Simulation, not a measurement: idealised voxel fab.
The following is a process module called voxel tone inversion.
Section shown: cut. Width: 255 nm. Cell size: 5 nm, square.
This document writes a cross-section as a grid whose cells are square, and gives it as bands, listed from the top down; one or more rows of cells form a band.
In this notation a band is specified by the heights of its top and bottom, in that order and in nm, after which its materials appear from left to right, each paired with its width in nm. The word "full width" attached to a single material means that material fills the band from edge to edge; the word "air" stands for empty space.
A quick word on heights: they are counted from 0, and under that level the wafer as it came to us is one material throughout. The lowest band is different from the rest in having no bottom; it simply continues downward, written as in "0..down".
The notation "30 to 40" denotes a width that varies across the rows of cells in the band, beginning at the first number in the top row, finishing at the second number in the bottom row, and changing by an identical amount from each row to the next.
"left unchanged" -> step changed no cross-section cell.
So "Completely sealed voids" is basically the list of trapped voids: any empty space of 8 cells or more that can't reach the top through an opening. They're written width x height at distance, the distance being from the left edge, and it's all nm.
If you see something after the settings on a step's line, that's the simulator's own remark about that step.
Among the settings permitted on a step's line is "overlay nm"; applied to a step with a mask, it specifies the extent to which the mask lay to the right of its planned position, whereas a negative figure signifies a position to the left.

# These are the steps we planned for the process
- 1: RECEIVE [material Si]
- 2: CONFORMAL_DEP [material SiCN] [thk nm 5]
- 3: DIRECTIONAL_DEP [material polySi] [thk nm 15]
- 4: PATTERN [tone cover] [mask id POSTS] [material resist] [width nm 25] [pitch nm 45] [thk nm 20] [overlay nm 0]
- 5: DIRECTIONAL_ETCH [etch materials polySi] [depth nm 15]
- 6: STRIP [etch materials resist]
- 7: FILL_DEP [material lowk] [thk nm 5]
- 8: CMP [height nm 20]
- 9: STRIP [etch materials polySi]
- 10: CONFORMAL_DEP [material TiN] [thk nm 5]
- 11: FILL_DEP [material Ru] [thk nm 10]
- 12: CMP [height nm 20]
- 13: CONFORMAL_DEP [material SiCN] [thk nm 5]
The plan shows the thk nm of step 10 as the first wafer had it; this setting differs between the wafers, which start out alike.

# The first of several wafers, as received after step 1, seen in section
> 0..down = Si full width
> Completely sealed voids: none

# Per wafer, end of module: cells gained (+) or lost (-) per material since receipt, then closed voids
thk nm 5, +12 Ru, +102 SiCN, +18 TiN, +123 lowk, Completely sealed voids: none
thk nm 10, +2 Ru, +102 SiCN, +28 TiN, +123 lowk, Completely sealed voids: none
thk nm 15, +102 SiCN, +30 TiN, +123 lowk, Completely sealed voids: none
thk nm 20, +102 SiCN, +30 TiN, +123 lowk, Completely sealed voids: none
